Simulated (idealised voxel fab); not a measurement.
process module | voxel fin reveal
cross-section cut | 240 nm wide | cells 5 nm
A cross-section is a grid of square cells, given in bands from the top down. A band is one or more rows of cells.
Each band's line starts with the height of the band's top and of its bottom, in nm. Then come its materials from left to right, each with its width in nm. One material with "throughout" fills the band from edge to edge. "air" is empty space.
Height 0 is the level under which the wafer as received is all one material. The lowest band goes on downwards, as in "0 down".
A width such as "30 to 40" changes by the same amount from each row of cells to the next, from the band's top row to its bottom row.
"no change" after a step means that no cell of the cross-section changed.
closed voids: empty space of 8 cells or more with no open way to the top, each as width x height at its distance from the left edge, in nm
after a step's settings: what the simulator itself notes on the step
overlay nm, on a step with a mask: how far to the right of its planned place the mask lay; to the left if negative
plan
1 op RECEIVE | material Si
2 op CONFORMAL_DEP | material SiN | thk nm 5
3 op MASKED_ETCH | tone cover | mask id FINS | width nm 15 | pitch nm 45 | etch materials SiN | depth nm 5 | overlay nm 0
4 op MASKED_ETCH | tone cover | mask id FINS | width nm 15 | pitch nm 45 | etch materials Si | depth nm 35 | overlay nm 0
5 op OXIDIZE | depth nm 5
6 op FILL_DEP | material SiO2 | thk nm 10
7 op CMP | height nm 5
8 op SELECTIVE_ETCH | etch materials SiO2 | depth nm 15
9 op STRIP | etch materials SiN
first wafer, as planned
as received, after step 1
  0 down: Si throughout
  closed voids: none
after step 2
  5 to 0: SiN throughout
  below 0: unchanged
after step 3
  5 to 0: air 45 | SiN 15 | air 30 | SiN 15 | air 30 | SiN 15 | air 30 | SiN 15 | air 45
  below 0: unchanged
after step 4
  5 to 0: air 45 | SiN 15 | air 30 | SiN 15 | air 30 | SiN 15 | air 30 | SiN 15 | air 45
  0 to -35: air 45 | Si 15 | air 30 | Si 15 | air 30 | Si 15 | air 30 | Si 15 | air 45
  below -35: unchanged
after step 5
  5 to 0: air 45 | SiN 15 | air 30 | SiN 15 | air 30 | SiN 15 | air 30 | SiN 15 | air 45
  0 to -35: air 45 | SiO2 5 | Si 5 | SiO2 5 | air 30 | SiO2 5 | Si 5 | SiO2 5 | air 30 | SiO2 5 | Si 5 | SiO2 5 | air 30 | SiO2 5 | Si 5 | SiO2 5 | air 45
  -35 to -40: SiO2 50 | Si 5 | SiO2 40 | Si 5 | SiO2 40 | Si 5 | SiO2 40 | Si 5 | SiO2 50
  below -40: unchanged
after step 6
  15 to 5: SiO2 throughout
  5 to 0: SiO2 45 | SiN 15 | SiO2 30 | SiN 15 | SiO2 30 | SiN 15 | SiO2 30 | SiN 15 | SiO2 45
  0 to -40: SiO2 50 | Si 5 | SiO2 40 | Si 5 | SiO2 40 | Si 5 | SiO2 40 | Si 5 | SiO2 50
  below -40: unchanged
after step 7
  5 to 0: SiO2 45 | SiN 15 | SiO2 30 | SiN 15 | SiO2 30 | SiN 15 | SiO2 30 | SiN 15 | SiO2 45
  below 0: unchanged
after step 8
  5 to 0: air 45 | SiN 15 | air 30 | SiN 15 | air 30 | SiN 15 | air 30 | SiN 15 | air 45
  0 to -10: air 50 | Si 5 | air 40 | Si 5 | air 40 | Si 5 | air 40 | Si 5 | air 50
  below -10: unchanged
after step 9
  0 to -10: air 50 | Si 5 | air 40 | Si 5 | air 40 | Si 5 | air 40 | Si 5 | air 50
  below -10: unchanged
second wafer: like start, like plan, one mistake. Through step 7 it matches the first wafer
when step 8 should have ended
  5 to 0: SiO2 45 | air 15 | SiO2 30 | air 15 | SiO2 30 | air 15 | SiO2 30 | air 15 | SiO2 45
  below 0: unchanged
when step 9 should have ended
  0 to -10: air 50 | Si 5 | air 40 | Si 5 | air 40 | Si 5 | air 40 | Si 5 | air 50
  -10 to -15: SiO2 30 | air 20 | Si 5 | air 40 | Si 5 | air 40 | Si 5 | air 40 | Si 5 | air 20 | SiO2 30
  below -15: unchanged
what went wrong: steps 8 and 9 were swapped
at the end the second wafer has, in cells: 32 fewer of SiO2
